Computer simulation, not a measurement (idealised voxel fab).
You're looking at the process module voxel self aligned vias.
Shown is cross-section cut, with a width of 300 nm and square cells of size 5 nm.
This document writes a cross-section as a grid whose cells are square, and gives it as bands, listed from the top down; one or more rows of cells form a band.
Read a band's entry like this: the first values are the height of its top and the height of its bottom in nm, and what follows is the sequence of materials from left to right, each with its width in nm. Note that "blank" is empty space, and that a single material marked "edge to edge" reaches across the band from edge to edge.
Height is counted from the level 0, under which the received wafer is composed throughout of one material. The lowest of the bands is not closed at the bottom but continues downward, in the notation "z 0 and below".
The width entry "30 to 40" should be interpreted row by row: the top row of cells in the band takes the first number, the bottom row takes the second number, and the change between adjacent rows is uniform throughout.
"nothing altered" after a step means that no cell of the cross-section changed.
"Entrapped void list": empty spaces of 8 cells or more with no open way to the top, each given as width x height at distance, distance from the left edge, all in nm.
Step line, after settings: the simulator's comment on this step.
What "overlay nm" on a step's line means: if the step has a mask, that mask lay this far to the right of its planned place, or, when the value is negative, to the left.
# Steps in the process plan
1: RECEIVE | material Si
2: CONFORMAL_DEP | material SiO2 | thk nm 10
3: CONFORMAL_DEP | material SiCN | thk nm 5
4: DIRECTIONAL_DEP | material lowk | thk nm 20
5: DIRECTIONAL_DEP | material aC | thk nm 10
6: PATTERN | tone open | mask id LINES | material resist | width nm 20 | pitch nm 70 | thk nm 30 | overlay nm 0
7: DIRECTIONAL_ETCH | etch materials aC | depth nm 10
8: STRIP | etch materials resist
9: DIRECTIONAL_ETCH | etch materials lowk | depth nm 20
10: STRIP | etch materials aC
11: CONFORMAL_DEP | material TiN | thk nm 5
12: FILL_DEP | material W | thk nm 10
13: CMP | height nm 35
14: SELECTIVE_ETCH | etch materials W Ru TiN | depth nm 5
15: FILL_DEP | material SiN | thk nm 5
16: CMP | height nm 35
17: DIRECTIONAL_DEP | material lowk | thk nm 20
18: PATTERN | tone open | mask id VIAS | material resist | width nm 40 | thk nm 20 | overlay nm 0
19: DIRECTIONAL_ETCH | etch materials lowk | depth nm 20
20: DIRECTIONAL_ETCH | etch materials SiN | depth nm 5
21: STRIP | etch materials resist
22: CONFORMAL_DEP | material TiN | thk nm 5
23: FILL_DEP | material W | thk nm 10
24: CMP | height nm 55
25: CONFORMAL_DEP | material SiN | thk nm 5
# The following pertains to the first of two wafers, which was processed as planned
# Cross-section of the wafer upon arrival, representing the state reached after step 1
- z 0 and below: Si edge to edge
- Entrapped void list: none
# The following cross-section depicts the wafer upon completion of step 2
- z 10 to 0: SiO2 edge to edge
- For the remainder of the cross-section, below 0, there is no change.
# The following cross-section depicts the wafer upon completion of step 3
- z 15 to 10: SiCN edge to edge
- For the remainder of the cross-section, below 10, there is no change.
# The following cross-section depicts the wafer upon completion of step 4
- z 35 to 15: lowk edge to edge
- For the remainder of the cross-section, below 15, there is no change.
# The following cross-section depicts the wafer upon completion of step 5
- z 45 to 35: aC edge to edge
- For the remainder of the cross-section, below 35, there is no change.
# The following cross-section depicts the wafer upon completion of step 6
- z 75 to 45: resist (105), then blank (20), then resist (50), then blank (20), then resist (105)
- For the remainder of the cross-section, below 45, there is no change.
# The following cross-section depicts the wafer upon completion of step 7
- z 65 to 45: resist (105), then blank (20), then resist (50), then blank (20), then resist (105)
- z 45 to 35: aC (105), then blank (20), then aC (50), then blank (20), then aC (105)
- For the remainder of the cross-section, below 35, there is no change.
# The following cross-section depicts the wafer upon completion of step 8
- z 45 to 35: aC (105), then blank (20), then aC (50), then blank (20), then aC (105)
- For the remainder of the cross-section, below 35, there is no change.
# The following cross-section depicts the wafer upon completion of step 9
- z 45 to 35: aC (105), then blank (20), then aC (50), then blank (20), then aC (105)
- z 35 to 15: lowk (105), then blank (20), then lowk (50), then blank (20), then lowk (105)
- For the remainder of the cross-section, below 15, there is no change.
# The following cross-section depicts the wafer upon completion of step 10
- z 35 to 15: lowk (105), then blank (20), then lowk (50), then blank (20), then lowk (105)
- For the remainder of the cross-section, below 15, there is no change.
# The following cross-section depicts the wafer upon completion of step 11
- z 40 to 35: TiN (110), then blank (10), then TiN (60), then blank (10), then TiN (110)
- z 35 to 20: lowk (105), then TiN (5), then blank (10), then TiN (5), then lowk (50), then TiN (5), then blank (10), then TiN (5), then lowk (105)
- z 20 to 15: lowk (105), then TiN (20), then lowk (50), then TiN (20), then lowk (105)
- For the remainder of the cross-section, below 15, there is no change.
# The following cross-section depicts the wafer upon completion of step 12
- z 50 to 40: W edge to edge
- z 40 to 35: TiN (110), then W (10), then TiN (60), then W (10), then TiN (110)
- z 35 to 20: lowk (105), then TiN (5), then W (10), then TiN (5), then lowk (50), then TiN (5), then W (10), then TiN (5), then lowk (105)
- For the remainder of the cross-section, below 20, there is no change.
# The following cross-section depicts the wafer upon completion of step 13
- z 35 to 20: lowk (105), then TiN (5), then W (10), then TiN (5), then lowk (50), then TiN (5), then W (10), then TiN (5), then lowk (105)
- For the remainder of the cross-section, below 20, there is no change.
# The following cross-section depicts the wafer upon completion of step 14
- z 35 to 30: lowk (105), then blank (20), then lowk (50), then blank (20), then lowk (105)
- For the remainder of the cross-section, below 30, there is no change.
# The following cross-section depicts the wafer upon completion of step 15
- z 40 to 35: SiN edge to edge
- z 35 to 30: lowk (105), then SiN (20), then lowk (50), then SiN (20), then lowk (105)
- For the remainder of the cross-section, below 30, there is no change.
# The following cross-section depicts the wafer upon completion of step 16
- z 35 to 30: lowk (105), then SiN (20), then lowk (50), then SiN (20), then lowk (105)
- For the remainder of the cross-section, below 30, there is no change.
# The following cross-section depicts the wafer upon completion of step 17
- z 55 to 35: lowk edge to edge
- For the remainder of the cross-section, below 35, there is no change.
# The following cross-section depicts the wafer upon completion of step 18
- z 75 to 55: resist (95), then blank (40), then resist (165)
- For the remainder of the cross-section, below 55, there is no change.
# The following cross-section depicts the wafer upon completion of step 19
- z 75 to 55: resist (95), then blank (40), then resist (165)
- z 55 to 35: lowk (95), then blank (40), then lowk (165)
- For the remainder of the cross-section, below 35, there is no change.
# The following cross-section depicts the wafer upon completion of step 20
- z 75 to 55: resist (95), then blank (40), then resist (165)
- z 55 to 35: lowk (95), then blank (40), then lowk (165)
- z 35 to 30: lowk (105), then blank (20), then lowk (50), then SiN (20), then lowk (105)
- For the remainder of the cross-section, below 30, there is no change.
# The following cross-section depicts the wafer upon completion of step 21
- z 55 to 35: lowk (95), then blank (40), then lowk (165)
- For the remainder of the cross-section, below 35, there is no change.
# The following cross-section depicts the wafer upon completion of step 22
- z 60 to 55: TiN (100), then blank (30), then TiN (170)
- z 55 to 40: lowk (95), then TiN (5), then blank (30), then TiN (5), then lowk (165)
- z 40 to 35: lowk (95), then TiN (15), then blank (10), then TiN (15), then lowk (165)
- z 35 to 30: lowk (105), then TiN (20), then lowk (50), then SiN (20), then lowk (105)
- For the remainder of the cross-section, below 30, there is no change.
# The following cross-section depicts the wafer upon completion of step 23
- z 70 to 60: W edge to edge
- z 60 to 55: TiN (100), then W (30), then TiN (170)
- z 55 to 40: lowk (95), then TiN (5), then W (30), then TiN (5), then lowk (165)
- z 40 to 35: lowk (95), then TiN (15), then W (10), then TiN (15), then lowk (165)
- For the remainder of the cross-section, below 35, there is no change.
# The following cross-section depicts the wafer upon completion of step 24
- z 55 to 40: lowk (95), then TiN (5), then W (30), then TiN (5), then lowk (165)
- For the remainder of the cross-section, below 40, there is no change.
# The following cross-section depicts the wafer upon completion of step 25
- z 60 to 55: SiN edge to edge
- For the remainder of the cross-section, below 55, there is no change.
# Okay, second wafer. Nothing different at the start, nothing different in the plan, just one mistake somewhere in the running. As far as step 5, counting that step, it's the first wafer all over again
# Cross-section of the second wafer at the time step 6 of the plan should have ended
- z 75 to 45: resist (100), then blank (20), then resist (50), then blank (20), then resist (110)
- For the remainder of the cross-section, below 45, there is no change.
# Cross-section of the second wafer at the time step 7 of the plan should have ended
- z 65 to 45: resist (100), then blank (20), then resist (50), then blank (20), then resist (110)
- z 45 to 35: aC (100), then blank (20), then aC (50), then blank (20), then aC (110)
- For the remainder of the cross-section, below 35, there is no change.
# Cross-section of the second wafer at the time step 8 of the plan should have ended
- z 45 to 35: aC (100), then blank (20), then aC (50), then blank (20), then aC (110)
- For the remainder of the cross-section, below 35, there is no change.
# Cross-section of the second wafer at the time step 9 of the plan should have ended
- z 45 to 35: aC (100), then blank (20), then aC (50), then blank (20), then aC (110)
- z 35 to 15: lowk (100), then blank (20), then lowk (50), then blank (20), then lowk (110)
- For the remainder of the cross-section, below 15, there is no change.
# Cross-section of the second wafer at the time step 10 of the plan should have ended
- z 35 to 15: lowk (100), then blank (20), then lowk (50), then blank (20), then lowk (110)
- For the remainder of the cross-section, below 15, there is no change.
# Cross-section of the second wafer at the time step 11 of the plan should have ended
- z 40 to 35: TiN (105), then blank (10), then TiN (60), then blank (10), then TiN (115)
- z 35 to 20: lowk (100), then TiN (5), then blank (10), then TiN (5), then lowk (50), then TiN (5), then blank (10), then TiN (5), then lowk (110)
- z 20 to 15: lowk (100), then TiN (20), then lowk (50), then TiN (20), then lowk (110)
- For the remainder of the cross-section, below 15, there is no change.
# Cross-section of the second wafer at the time step 12 of the plan should have ended
- z 50 to 40: W edge to edge
- z 40 to 35: TiN (105), then W (10), then TiN (60), then W (10), then TiN (115)
- z 35 to 20: lowk (100), then TiN (5), then W (10), then TiN (5), then lowk (50), then TiN (5), then W (10), then TiN (5), then lowk (110)
- For the remainder of the cross-section, below 20, there is no change.
# Cross-section of the second wafer at the time step 13 of the plan should have ended
- z 35 to 20: lowk (100), then TiN (5), then W (10), then TiN (5), then lowk (50), then TiN (5), then W (10), then TiN (5), then lowk (110)
- For the remainder of the cross-section, below 20, there is no change.
# Cross-section of the second wafer at the time step 14 of the plan should have ended
- z 35 to 30: lowk (100), then blank (20), then lowk (50), then blank (20), then lowk (110)
- For the remainder of the cross-section, below 30, there is no change.
# Cross-section of the second wafer at the time step 15 of the plan should have ended
- z 40 to 35: SiN edge to edge
- z 35 to 30: lowk (100), then SiN (20), then lowk (50), then SiN (20), then lowk (110)
- For the remainder of the cross-section, below 30, there is no change.
# Cross-section of the second wafer at the time step 16 of the plan should have ended
- z 35 to 30: lowk (100), then SiN (20), then lowk (50), then SiN (20), then lowk (110)
- For the remainder of the cross-section, below 30, there is no change.
# Cross-section of the second wafer at the time step 17 of the plan should have ended
- z 55 to 35: lowk edge to edge
- For the remainder of the cross-section, below 35, there is no change.
# Cross-section of the second wafer at the time step 18 of the plan should have ended
- z 75 to 55: resist (95), then blank (40), then resist (165)
- For the remainder of the cross-section, below 55, there is no change.
# Cross-section of the second wafer at the time step 19 of the plan should have ended
- z 75 to 55: resist (95), then blank (40), then resist (165)
- z 55 to 35: lowk (95), then blank (40), then lowk (165)
- For the remainder of the cross-section, below 35, there is no change.
# Cross-section of the second wafer at the time step 20 of the plan should have ended
- z 75 to 55: resist (95), then blank (40), then resist (165)
- z 55 to 35: lowk (95), then blank (40), then lowk (165)
- z 35 to 30: lowk (100), then blank (20), then lowk (50), then SiN (20), then lowk (110)
- For the remainder of the cross-section, below 30, there is no change.
# Cross-section of the second wafer at the time step 21 of the plan should have ended
- z 55 to 35: lowk (95), then blank (40), then lowk (165)
- For the remainder of the cross-section, below 35, there is no change.
# Cross-section of the second wafer at the time step 22 of the plan should have ended
- z 60 to 55: TiN (100), then blank (30), then TiN (170)
- z 55 to 40: lowk (95), then TiN (5), then blank (30), then TiN (5), then lowk (165)
- z 40 to 35: lowk (95), then TiN (10), then blank (10), then TiN (20), then lowk (165)
- z 35 to 30: lowk (100), then TiN (20), then lowk (50), then SiN (20), then lowk (110)
- For the remainder of the cross-section, below 30, there is no change.
# Cross-section of the second wafer at the time step 23 of the plan should have ended
- z 70 to 60: W edge to edge
- z 60 to 55: TiN (100), then W (30), then TiN (170)
- z 55 to 40: lowk (95), then TiN (5), then W (30), then TiN (5), then lowk (165)
- z 40 to 35: lowk (95), then TiN (10), then W (10), then TiN (20), then lowk (165)
- For the remainder of the cross-section, below 35, there is no change.
# Cross-section of the second wafer at the time step 24 of the plan should have ended
- z 55 to 40: lowk (95), then TiN (5), then W (30), then TiN (5), then lowk (165)
- For the remainder of the cross-section, below 40, there is no change.
# Cross-section of the second wafer at the time step 25 of the plan should have ended
- z 60 to 55: SiN edge to edge
- For the remainder of the cross-section, below 55, there is no change.
Diagnosis: step 6 ran with different settings than intended, the actual operation and settings being PATTERN | tone open | mask id LINES | material resist | width nm 20 | pitch nm 70 | thk nm 30 | overlay nm -5
Same inventory, different map: at the end, the second wafer holds as many cells of each material as the first, placed elsewhere.
